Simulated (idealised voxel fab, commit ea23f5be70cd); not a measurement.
The document below concerns the process module designated voxel gate over fins.
Each square cell in cross-section cut measures 5 nm, and the section as a whole is 260 nm wide.
When this document writes out a cross-section, it uses a grid of square cells and lists it as bands, beginning at the top and moving down, with a band standing for one or more rows of cells. In this notation a band is specified by the heights of its top and bottom, in that order and in nm, after which its materials appear from left to right, each paired with its width in nm. The word "full width" attached to a single material means that material fills the band from edge to edge; the word "empty" stands for empty space. Height reference: 0 = level under which incoming wafer is all one material. Lowest band: no bottom, runs on downward, e.g. "0 and below". The expression "30..40" gives the width at the extremes of the band, the first number at its top row of cells and the second at its bottom row, with the width changing by equal amounts from each row to the next in between. You'll sometimes find "remained the same" written for a step, and that's the way of saying that nowhere in the cross-section did a cell change during that step. Voids not open to the top, 8 cells minimum: see "Enclosed void listing". Written width x height at distance; distance is from the left edge; nm. The remark found on a step's line after its settings is issued by the simulator itself and pertains to that step. The "overlay nm" setting may appear on a step's line; for a step that uses a mask, it gives how far to the right of its planned position the mask lay, and a negative value indicates the left.
So here's the lineup of process steps we planned:
1 RECEIVE, material Si
2 CONFORMAL_DEP, material SiN, thk nm 5
3 MASKED_ETCH, tone cover, mask id FINS, width nm 15, pitch nm 35, etch materials SiN, depth nm 5, overlay nm 0
4 MASKED_ETCH, tone cover, mask id FINS, width nm 15, pitch nm 35, etch materials Si, depth nm 35, overlay nm 0
5 OXIDIZE, depth nm 5
6 FILL_DEP, material SiO2, thk nm 15
7 CMP, height nm 5
8 SELECTIVE_ETCH, etch materials SiO2, depth nm 20
9 STRIP, etch materials SiN
10 CONFORMAL_DEP, material HfO2, thk nm 5
11 CONFORMAL_DEP, material TiN, thk nm 5
12 CONFORMAL_DEP, material TiAl, thk nm 5
13 CONFORMAL_DEP, material TiN, thk nm 5
14 FILL_DEP, material W, thk nm 15
15 CMP, height nm 30
16 CONFORMAL_DEP, material SiN, thk nm 10
Incoming wafer in cross-section (state: after step 1):
> 0 and below: Si full width
> Enclosed void listing: none
The cross-section shown corresponds to the wafer at the conclusion of the module. The initial structure and the process plan are those presented above; however, one mistake occurred in executing the plan:
> 35 down to 30: SiN full width
> 30 down to 20: W full width
> 20 down to 15: W=90, TiN=80, W=90
> 15 down to 10: W=90, TiN=5, TiAl=70, TiN=5, W=90
> 10 down to 5: W=90, TiN=5, TiAl=5, TiN=25, TiAl=10, TiN=25, TiAl=5, TiN=5, W=90
> 5 down to 0: TiN=95, TiAl=5, TiN=5, HfO2=15, TiN=5, TiAl=10, TiN=5, HfO2=15, TiN=5, TiAl=5, TiN=95
> 0 down to -5: TiAl=100, TiN=5, HfO2=5, Si=5, HfO2=5, TiN=5, TiAl=10, TiN=5, HfO2=5, Si=5, HfO2=5, TiN=5, TiAl=100
> -5 down to -10: TiN=105, HfO2=5, Si=5, HfO2=5, TiN=20, HfO2=5, Si=5, HfO2=5, TiN=105
> -10 down to -15: HfO2=110, Si=5, HfO2=30, Si=5, HfO2=110
> -15 down to -40: SiO2=110, Si=5, SiO2=30, Si=5, SiO2=110
> -40 and below: Si full width
> Enclosed void listing: none
It is concluded that the wafer was processed incorrectly with respect to the plan, in that note that step 16 departed from the planned setting and was carried out as CONFORMAL_DEP, material SiN, thk nm 5
